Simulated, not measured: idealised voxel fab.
Name of the process module below: voxel released beams
Section shown: cut. Width: 285 nm. Cell size: 5 nm, square.
A cross-section is written here as square cells arranged in a grid, and it is given in bands from the top down, each band taking up one or more rows of cells. In this notation a band is specified by the heights of its top and bottom, in that order and in nm, after which its materials appear from left to right, each paired with its width in nm. The word "throughout" attached to a single material means that material fills the band from edge to edge; the word "air" stands for empty space. Beneath 0, the wafer as received is one material, and that level is where height counting begins. The lowest band goes on downward without a bottom; it is written like "top 0, no bottom". A width given as "30 to 40" starts at the first number in the band's top row and ends at the second number in its bottom row, shifting by an equal amount at every step from row to row. Any step labelled "no alteration" changed none of the cells in the cross-section. Listed in "Listed closed voids": every empty space of 8 or more cells without an open way to the top. Form: width x height at distance, the distance being from the left edge, all in nm. Text after the settings on a step's line: the simulator's own remark on that step. overlay nm: mask offset rightward from planned place, masked step; negative means leftward offset.

PROCESS STEPS - PLAN
1) RECEIVE with material Si
2) CONFORMAL_DEP with material Al2O3, thk nm 5
3) DIRECTIONAL_DEP with material SiO2, thk nm 20
4) PATTERN with tone open, mask id ANCHOR, material resist, width nm 35, thk nm 15, overlay nm 0
5) DIRECTIONAL_ETCH with etch materials SiO2, depth nm 20
6) STRIP with etch materials resist
7) CONFORMAL_DEP with material W, thk nm 15
8) MASKED_ETCH with tone cover, mask id BEAM, width nm 95, etch materials W, depth nm 15, overlay nm 0
9) STRIP with etch materials SiO2

CROSS-SECTION: WAFER ON ARRIVAL = AFTER STEP 1
    top 0, no bottom  Si throughout
    Listed closed voids: none

FIGURE: CROSS-SECTIONAL VIEW OF THE WAFER UPON COMPLETION OF THE MODULE, PROCESSED FROM THE INITIAL STATE AND ACCORDING TO THE PLAN DEPICTED ABOVE, WITH ONE ERROR INTRODUCED DURING EXECUTION
    top 35, bottom 20  air=90 / W=20 / air=5 / W=70 / air=100
    top 20, bottom 15  air=95 / W=15 / air=5 / W=15 / air=155
    top 15, bottom 0  air=95 / W=35 / air=155
    top 0, no bottom  Si throughout
    Listed closed voids: none
Diagnosis: heads up, step 2 of the plan was skipped and never actually ran
